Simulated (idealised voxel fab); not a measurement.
Proc. module: voxel self aligned contacts
Displayed cross-section: cut, width of 170 nm, square cells sized 5 nm.
We lay out every cross-section as a grid of square cells and spell it out in bands from the top down, where one band means one or more rows of cells.
It is stipulated that each band's entry specify, in nanometres, the height of the top of the band and then that of its bottom, followed by the materials of the band in left-to-right sequence, each together with its width in nanometres. A single material marked by the word "everywhere" is understood to fill the band from edge to edge; the word "empty" is understood to denote empty space.
Below 0: as-received wafer, all one material; heights counted from there. Lowest band: no bottom, goes on down, written "0 -> down".
Read "30->40" as a graded width: first number on top, second number at the bottom, same change between each pair of neighbouring rows.
When a step is marked "nothing different", none of the cells in the cross-section changed during that step.
"Closed void entries" - sealed voids, min. 8 cells, no opening to top; format: width x height at distance (distance from left edge; nm throughout).
Past the settings on a step's line: simulator remark, on that step.
overlay nm: for a step with a mask, the amount by which the mask lay right of where it was planned; a negative amount means left of it.

[Here's what the planned process steps look like]
1) RECEIVE, material Si
2) CONFORMAL_DEP, material SiO2, thk nm 5
3) DIRECTIONAL_DEP, material polySi, thk nm 25
4) DIRECTIONAL_DEP, material SiN, thk nm 20
5) PATTERN, tone cover, mask id GATE, material resist, width nm 35, pitch nm 70, thk nm 15, overlay nm 0
6) DIRECTIONAL_ETCH, etch materials SiN, depth nm 20
7) DIRECTIONAL_ETCH, etch materials polySi, depth nm 25
8) STRIP, etch materials resist
9) CONFORMAL_DEP, material SiN, thk nm 10
10) DIRECTIONAL_ETCH, etch materials SiN, depth nm 10
11) FILL_DEP, material SiO2, thk nm 20
12) CMP, height nm 60
13) PATTERN, tone open, mask id CONTACT, material resist, width nm 55, thk nm 15, overlay nm 0
14) DIRECTIONAL_ETCH, etch materials SiO2, depth nm 60
15) STRIP, etch materials resist
16) CONFORMAL_DEP, material TiN, thk nm 5
17) FILL_DEP, material Ru, thk nm 10
18) CMP, height nm 60
19) CONFORMAL_DEP, material SiCN, thk nm 5
Variable across wafers: step 16 thk nm (plan value is that of the first wafer; starting state common to all).

[The first of several wafers, as received after step 1, seen in section]
  0 -> down: Si everywhere
  Closed void entries: none

[So in this table every wafer gets its own row, and what you see is where it stands at the end of the module: for each material, how many cells it picked up (+) or gave up (-) since we received it, and after that its closed voids]
thk nm 5; +19 Ru; +34 SiCN; +128 SiN; +158 SiO2; +33 TiN; +70 polySi; Closed void entries: none
thk nm 10; +34 SiCN; +128 SiN; +158 SiO2; +52 TiN; +70 polySi; Closed void entries: none
thk nm 15; +34 SiCN; +128 SiN; +158 SiO2; +52 TiN; +70 polySi; Closed void entries: none
thk nm 20; +34 SiCN; +128 SiN; +158 SiO2; +52 TiN; +70 polySi; Closed void entries: none
